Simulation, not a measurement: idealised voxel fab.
Title: Process Module voxel ribs on slabs
Cross-section cut: width 150 nm, square cells of 5 nm.
How to read a cross-section here: the picture is a grid of square cells, written as bands going from the top down, and any band can span one or more rows of cells.
In this notation a band is specified by the heights of its top and bottom, in that order and in nm, after which its materials appear from left to right, each paired with its width in nm. The word "full width" attached to a single material means that material fills the band from edge to edge; the word "empty" stands for empty space.
The level at which height equals 0 is the one under which the wafer, as it arrives, is entirely one material. No lower edge exists for the bottom band, which continues downward and is notated as in "0 nm and below".
A width such as "30 to 40" changes by the same amount from each row of cells to the next, from the band's top row to its bottom row.
Any step labelled "no modification" changed none of the cells in the cross-section.
"Closed internal cavities" means: voids of 8 cells or more that are shut off from the top with no open way through. Written width x height at distance, distance from the left edge, in nm.
Heads up: the bit after the settings on a step's line is the simulator's remark on that step.
You can add "overlay nm" to a step's line. For a step with a mask, it describes how far the mask lay to the right of its planned position, and a negative number describes a lay to the left.

plan:
| 1 | RECEIVE with material Si |
| 2 | DIRECTIONAL_DEP with material SiO2, thk nm 30 |
| 3 | DIRECTIONAL_DEP with material SiN, thk nm 15 |
| 4 | MASKED_ETCH with tone cover, mask id RIB, width nm 30, etch materials SiN, depth nm 5, overlay nm 0 |
| 5 | PATTERN with tone cover, mask id SLAB, material resist, width nm 60, thk nm 20, overlay nm -15 |
| 6 | DIRECTIONAL_ETCH with etch materials SiN, depth nm 10 |
| 7 | STRIP with etch materials resist |
| 8 | FILL_DEP with material SiO2, thk nm 20 |
| 9 | CMP with height nm 55 |
| 10 | DIRECTIONAL_DEP with material TiN, thk nm 10 |
| 11 | MASKED_ETCH with tone cover, mask id HEATER, width nm 40, etch materials TiN, depth nm 10, overlay nm 0 |
| 12 | CONFORMAL_DEP with material SiO2, thk nm 5 |
Among the wafers covered here, the point of difference is the overlay nm at step 5; their starting state is shared, and the plan presents the value of the first wafer.

As-received state after step 1, first of several wafers, cross-section:
* 0 nm and below = Si full width
* Closed internal cavities: none

Depicted here is the first of several wafers in cross-section, at module completion following the last step, step 12:
* 70 nm to 65 nm = empty=50; SiO2=50; empty=50
* 65 nm to 60 nm = empty=50; SiO2=5; TiN=40; SiO2=5; empty=50
* 60 nm to 55 nm = SiO2=55; TiN=40; SiO2=55
* 55 nm to 45 nm = SiO2 full width
* 45 nm to 40 nm = SiO2=60; SiN=30; SiO2=60
* 40 nm to 30 nm = SiO2=30; SiN=60; SiO2=60
* 30 nm to 0 nm = SiO2 full width
* 0 nm and below = Si full width
* Closed internal cavities: none

Last wafer x-sec, end of module:
* 70 nm to 65 nm = empty=50; SiO2=50; empty=50
* 65 nm to 60 nm = empty=50; SiO2=5; TiN=40; SiO2=5; empty=50
* 60 nm to 55 nm = SiO2=55; TiN=40; SiO2=55
* 55 nm to 45 nm = SiO2 full width
* 45 nm to 40 nm = SiO2=60; SiN=30; SiO2=60
* 40 nm to 30 nm = SiO2=60; SiN=60; SiO2=30
* 30 nm to 0 nm = SiO2 full width
* 0 nm and below = Si full width
* Closed internal cavities: none

wafer rows; end of module; cells per material since receipt: (+) gained, (-) lost; then closed voids:
overlay nm -15, +30 SiN, +334 SiO2, +16 TiN, Closed internal cavities: none
overlay nm -10, +30 SiN, +334 SiO2, +16 TiN, Closed internal cavities: none
overlay nm -5, +30 SiN, +334 SiO2, +16 TiN, Closed internal cavities: none
overlay nm 0, +30 SiN, +334 SiO2, +16 TiN, Closed internal cavities: none
overlay nm 5, +30 SiN, +334 SiO2, +16 TiN, Closed internal cavities: none
overlay nm 10, +30 SiN, +334 SiO2, +16 TiN, Closed internal cavities: none
overlay nm 15, +30 SiN, +334 SiO2, +16 TiN, Closed internal cavities: none
